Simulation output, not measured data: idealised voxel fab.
Herein follows the process module entitled voxel quadruple lines.
Section shown: cut. Width: 300 nm. Cell size: 5 nm, square.
Cross-section spec: square-cell grid; bands listed top down; each band is one or more rows.
Band: top and bottom heights (nm) first, top before bottom; then materials from left to right, widths in nm. "throughout" marks a sole material filling the band edge to edge. "empty" denotes empty space.
Height is counted from the level 0, under which the received wafer is composed throughout of one material. The lowest of the bands is not closed at the bottom but continues downward, in the notation "0 and below".
Think of "30->40" as a width that walks from the first number to the second as you go down the band, top row to bottom row, taking equal-sized steps from row to row.
The cross-section has no changed cell in any step marked "stayed the same".
Enclosed voids (no open way to top), threshold 8 cells or more, entry "Sealed void listing", notation width x height at distance, distance from left edge, nm.
On a step's line, text after the settings is the simulator commenting on that step.
overlay nm, on a step with a mask: how far to the right of its planned place the mask lay; to the left if negative
BELOW IS THE LIST OF PLANNED PROCESS STEPS
- 1: RECEIVE,material Si
- 2: CONFORMAL_DEP,material Al2O3,thk nm 5
- 3: DIRECTIONAL_DEP,material W,thk nm 10
- 4: DIRECTIONAL_DEP,material polySi,thk nm 15
- 5: DIRECTIONAL_DEP,material aC,thk nm 25
- 6: PATTERN,tone cover,mask id MANDREL,material resist,width nm 20,pitch nm 80,thk nm 30,overlay nm 0
- 7: DIRECTIONAL_ETCH,etch materials aC,depth nm 25
- 8: STRIP,etch materials resist
- 9: CONFORMAL_DEP,material SiO2,thk nm 10
- 10: DIRECTIONAL_ETCH,etch materials SiO2,depth nm 10
- 11: STRIP,etch materials aC
- 12: DIRECTIONAL_ETCH,etch materials polySi,depth nm 15
- 13: STRIP,etch materials SiO2
- 14: CONFORMAL_DEP,material SiN,thk nm 10
- 15: DIRECTIONAL_ETCH,etch materials SiN,depth nm 10
- 16: STRIP,etch materials polySi
- 17: DIRECTIONAL_ETCH,etch materials W,depth nm 10
- 18: STRIP,etch materials SiN
Don't read the plan's width nm for step 6 as applying to every wafer: that's the first wafer's value, and the wafers differ in it, though they all start identical.
SO THIS IS THE FIRST OF SEVERAL WAFERS, CROSS-SECTIONED AS IT CAME TO US, MEANING IT'S AT THE END OF STEP 1
	0 and below = Si throughout
	Sealed void listing: none
WAFER ROWS, END OF MODULE: CELLS PER MATERIAL GAINED (+) OR LOST (-) SINCE RECEIPT; CLOSED VOIDS LAST
width nm 20 | +60 Al2O3 | +32 W | Sealed void listing: none
width nm 25 | +60 Al2O3 | +32 W | Sealed void listing: none
width nm 30 | +60 Al2O3 | +32 W | Sealed void listing: none
width nm 35 | +60 Al2O3 | +32 W | Sealed void listing: none
width nm 40 | +60 Al2O3 | +32 W | Sealed void listing: none
width nm 45 | +60 Al2O3 | +30 W | Sealed void listing: none
